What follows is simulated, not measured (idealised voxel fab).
Proc. module: voxel capacitor over wiring
Each square cell in cross-section cut measures 5 nm, and the section as a whole is 295 nm wide.
In this document a cross-section is written as a grid of square cells. It is given as a series of bands, listed from the top down, and a band is one or more rows of cells.
For a band, the entry starts with two heights in nm, that of the top and then that of the bottom, and carries on with the band's materials in order from left to right, each alongside its width in nm; the word "all across" beside a single material means it fills the band edge to edge, and "blank" means empty space.
Heights from 0 (as-received wafer is one material below). Bottom band endless downward, as "z 0 and below".
Think of "30 to 40" as a width that walks from the first number to the second as you go down the band, top row to bottom row, taking equal-sized steps from row to row.
You'll sometimes find "no alterations made" written for a step, and that's the way of saying that nowhere in the cross-section did a cell change during that step.
"Enclosed void listing" contains a list of empty spaces, each no smaller than 8 cells and without an open way to the top, written in the form width x height at distance with the distance from the left edge and all three in nm.
Post-settings text on a step line: simulator's own remark regarding the step.
The line of a step may include "overlay nm". On a step with a mask, this value is how far to the right of its planned place the mask lay. A negative value means the mask lay to the left.
Steps planned for the process
step 1: RECEIVE with material Si
step 2: CONFORMAL_DEP with material SiO2, thk nm 10
step 3: DIRECTIONAL_DEP with material TiN, thk nm 5
step 4: DIRECTIONAL_DEP with material W, thk nm 20
step 5: MASKED_ETCH with tone cover, mask id METAL_1, width nm 30, pitch nm 100, etch materials W, depth nm 20, overlay nm 0
step 6: MASKED_ETCH with tone cover, mask id METAL_1, width nm 30, pitch nm 100, etch materials TiN, depth nm 5, overlay nm 0
step 7: FILL_DEP with material SiO2, thk nm 5
step 8: CMP with height nm 35
step 9: CONFORMAL_DEP with material SiCN, thk nm 5
step 10: DIRECTIONAL_DEP with material lowk, thk nm 20
step 11: MASKED_ETCH with tone open, mask id PLUG_1, width nm 15, etch materials lowk, depth nm 20, overlay nm 0
step 12: MASKED_ETCH with tone open, mask id PLUG_1, width nm 15, etch materials SiCN, depth nm 5, overlay nm 0
step 13: EPI with material Ru, thk nm 10
step 14: EPI with material Ru, thk nm 10
step 15: EPI with material Ru, thk nm 5
step 16: DIRECTIONAL_DEP with material TiN, thk nm 5
step 17: DIRECTIONAL_DEP with material Al2O3, thk nm 5
step 18: DIRECTIONAL_DEP with material TiN, thk nm 5
step 19: DIRECTIONAL_DEP with material aC, thk nm 15
step 20: PATTERN with tone cover, mask id UPPER_PLATE, material resist, width nm 75, thk nm 30, overlay nm 0
step 21: DIRECTIONAL_ETCH with etch materials aC, depth nm 15
step 22: STRIP with etch materials resist
step 23: DIRECTIONAL_ETCH with etch materials TiN, depth nm 5
step 24: DIRECTIONAL_ETCH with etch materials Al2O3, depth nm 5
step 25: STRIP with etch materials aC
step 26: DIRECTIONAL_DEP with material aC, thk nm 10
step 27: PATTERN with tone cover, mask id LOWER_PLATE, material resist, width nm 85, thk nm 30, overlay nm 0
step 28: DIRECTIONAL_ETCH with etch materials aC, depth nm 10
step 29: STRIP with etch materials resist
step 30: DIRECTIONAL_ETCH with etch materials TiN, depth nm 5
step 31: STRIP with etch materials aC
step 32: FILL_DEP with material SiO2, thk nm 20
step 33: CMP with height nm 90
step 34: PATTERN with tone open, mask id PLUG_2, material resist, width nm 15, thk nm 15, overlay nm 0
step 35: DIRECTIONAL_ETCH with etch materials SiO2, depth nm 15
step 36: STRIP with etch materials resist
step 37: CONFORMAL_DEP with material TiN, thk nm 5
step 38: FILL_DEP with material Ru, thk nm 10
step 39: CMP with height nm 90
step 40: CONFORMAL_DEP with material SiCN, thk nm 5
Cross-section, incoming material, after step 1
> z 0 and below  Si all across
> Enclosed void listing: none
A wafer at the end: this start, this plan, one mistake
> z 95 to 90  SiCN all across
> z 90 to 85  SiO2: 105, TiN: 5, Ru: 5, TiN: 5, SiO2: 175
> z 85 to 80  SiO2: 105, TiN: 15, SiO2: 175
> z 80 to 70  SiO2: 95, TiN: 75, SiO2: 125
> z 70 to 65  TiN: 95, Al2O3: 75, TiN: 125
> z 65 to 60  TiN all across
> z 60 to 40  lowk: 95, Ru: 15, lowk: 185
> z 40 to 35  SiCN: 95, Ru: 15, SiCN: 185
> z 35 to 15  SiO2: 80, W: 30, SiO2: 70, W: 30, SiO2: 85
> z 15 to 10  SiO2: 80, TiN: 30, SiO2: 70, TiN: 30, SiO2: 85
> z 10 to 0  SiO2 all across
> z 0 and below  Si all across
> Enclosed void listing: none
Misprocessing identified: step 26 was not run as planned; what actually ran was DIRECTIONAL_DEP with material TiN, thk nm 10
